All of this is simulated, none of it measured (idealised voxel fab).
Process module name: voxel double patterning
Cross-section cut: width 190 nm, square cells of 5 nm.
Throughout this document, each cross-section is represented as a grid of square cells and is presented as a sequence of bands enumerated from the top downward, where a band comprises one or more rows of cells. Band: top height; bottom height; in nm. Then, left to right: material with width in nm, for each material. "full width": a single material spanning edge to edge. "blank": empty space. It should be noted that heights are counted from 0, beneath which the wafer as supplied is of one material throughout, and that the lowest band possesses no lower boundary but continues downward, as written in "0 down". A width such as "30..40" changes by the same amount from each row of cells to the next, from the band's top row to its bottom row. Key: "no modification" - step with no changed cell in the cross-section. "Sealed-off cavities" contains a list of empty spaces, each no smaller than 8 cells and without an open way to the top, written in the form width x height at distance with the distance from the left edge and all three in nm. Where a step's line continues beyond its settings, the continuation is a remark by the simulator itself on that step. Steps that use a mask can have "overlay nm" on their line. It says how far the mask sat to the right of where it was meant to be. Negative means to the left.
The following list gives the planned process steps
1,op RECEIVE | material Si
2,op CONFORMAL_DEP | material SiO2 | thk nm 5
3,op DIRECTIONAL_DEP | material TiN | thk nm 10
4,op DIRECTIONAL_DEP | material SiN | thk nm 10
5,op DIRECTIONAL_DEP | material aC | thk nm 15
6,op PATTERN | tone open | mask id FIRST | material resist | width nm 15 | pitch nm 50 | thk nm 30 | overlay nm 0
7,op DIRECTIONAL_ETCH | etch materials aC | depth nm 15
8,op STRIP | etch materials resist
9,op DIRECTIONAL_ETCH | etch materials SiN | depth nm 10
10,op STRIP | etch materials aC
11,op DIRECTIONAL_DEP | material aC | thk nm 15
12,op PATTERN | tone open | mask id SECOND | material resist | width nm 15 | thk nm 30 | overlay nm 0
13,op DIRECTIONAL_ETCH | etch materials aC | depth nm 15
14,op STRIP | etch materials resist
15,op DIRECTIONAL_ETCH | etch materials SiN | depth nm 10
16,op STRIP | etch materials aC
17,op DIRECTIONAL_ETCH | etch materials TiN | depth nm 10
18,op STRIP | etch materials SiN
Step 1 complete: cross-section of the wafer as received
> 0 down  Si full width
> Sealed-off cavities: none
The first of two wafers, cross-sectioned at the end of the module, with the run proceeding as planned
> 15 to 5  TiN=60 | blank=15 | TiN=10 | blank=15 | TiN=10 | blank=15 | TiN=65
> 5 to 0  SiO2 full width
> 0 down  Si full width
> Sealed-off cavities: none
Cross-section at end of module for the second wafer of two, which matched the first in starting point and plan and differed by one mistake in its processing
> 15 to 10  SiO2 full width
> 10 to 0  TiN full width
> 0 down  Si full width
> Sealed-off cavities: none
Diagnosis: note: step 2 <-> step 3, run order reversed vs plan
Counted in cells at the end, the second wafer holds more or fewer of these materials than the first: TiN +18
